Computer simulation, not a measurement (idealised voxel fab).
The process module presented herein is designated voxel fin reveal.
Section shown: cut. Width: 170 nm. Cell size: 5 nm, square.
Reading order for cross-sections: top band down to bottom band. Underlying form: a grid of square cells. Band size: one or more rows of cells.
The entry gives the band's vertical extent as a top height and a bottom height in nm, then its horizontal make-up as materials from left to right, each with a width in nm. "air" stands for empty space; a single material marked "all across" fills the band edge to edge.
A quick word on heights: they are counted from 0, and under that level the wafer as it came to us is one material throughout. The lowest band is different from the rest in having no bottom; it simply continues downward, written as in "top 0, no bottom".
The notation "30 to 40" denotes a width that varies across the rows of cells in the band, beginning at the first number in the top row, finishing at the second number in the bottom row, and changing by an identical amount from each row to the next.
Key: "no change occurred" - step with no changed cell in the cross-section.
Under "Completely enclosed voids" you'll find the enclosed gaps, the ones with no way out to the top, that are 8 cells or bigger; each reads width x height at distance, with distance counted from the left edge, everything in nm.
On each step's line, the part that comes after the settings is the simulator's own comment on the step.
You can add "overlay nm" to a step's line. For a step with a mask, it describes how far the mask lay to the right of its planned position, and a negative number describes a lay to the left.
plan:
1. op RECEIVE | material Si
2. op CONFORMAL_DEP | material SiN | thk nm 5
3. op PATTERN | tone cover | mask id FINS | material resist | width nm 15 | pitch nm 40 | thk nm 20 | overlay nm 0
4. op DIRECTIONAL_ETCH | etch materials SiN | depth nm 5
5. op DIRECTIONAL_ETCH | etch materials Si | depth nm 35
6. op STRIP | etch materials resist
7. op FILL_DEP | material SiO2 | thk nm 15
8. op CMP | height nm 5
9. op SELECTIVE_ETCH | etch materials SiO2 | depth nm 10
10. op STRIP | etch materials SiN
What sets these wafers apart? The depth nm at step 9. They all start alike, and the plan carries the first wafer's value.
After step 1, as received: first of several wafers, cross-section:
* top 0, no bottom: Si all across
* Completely enclosed voids: none
Table: wafers, a row each; end-of-module cell change per material since receipt, gain (+), loss (-); then closed voids:
depth nm 10, -196 Si, +168 SiO2, Completely enclosed voids: none
depth nm 15, -196 Si, +140 SiO2, Completely enclosed voids: none
depth nm 20, -196 Si, +112 SiO2, Completely enclosed voids: none
depth nm 25, -196 Si, +84 SiO2, Completely enclosed voids: none
depth nm 30, -196 Si, +56 SiO2, Completely enclosed voids: none
depth nm 35, -196 Si, +28 SiO2, Completely enclosed voids: none
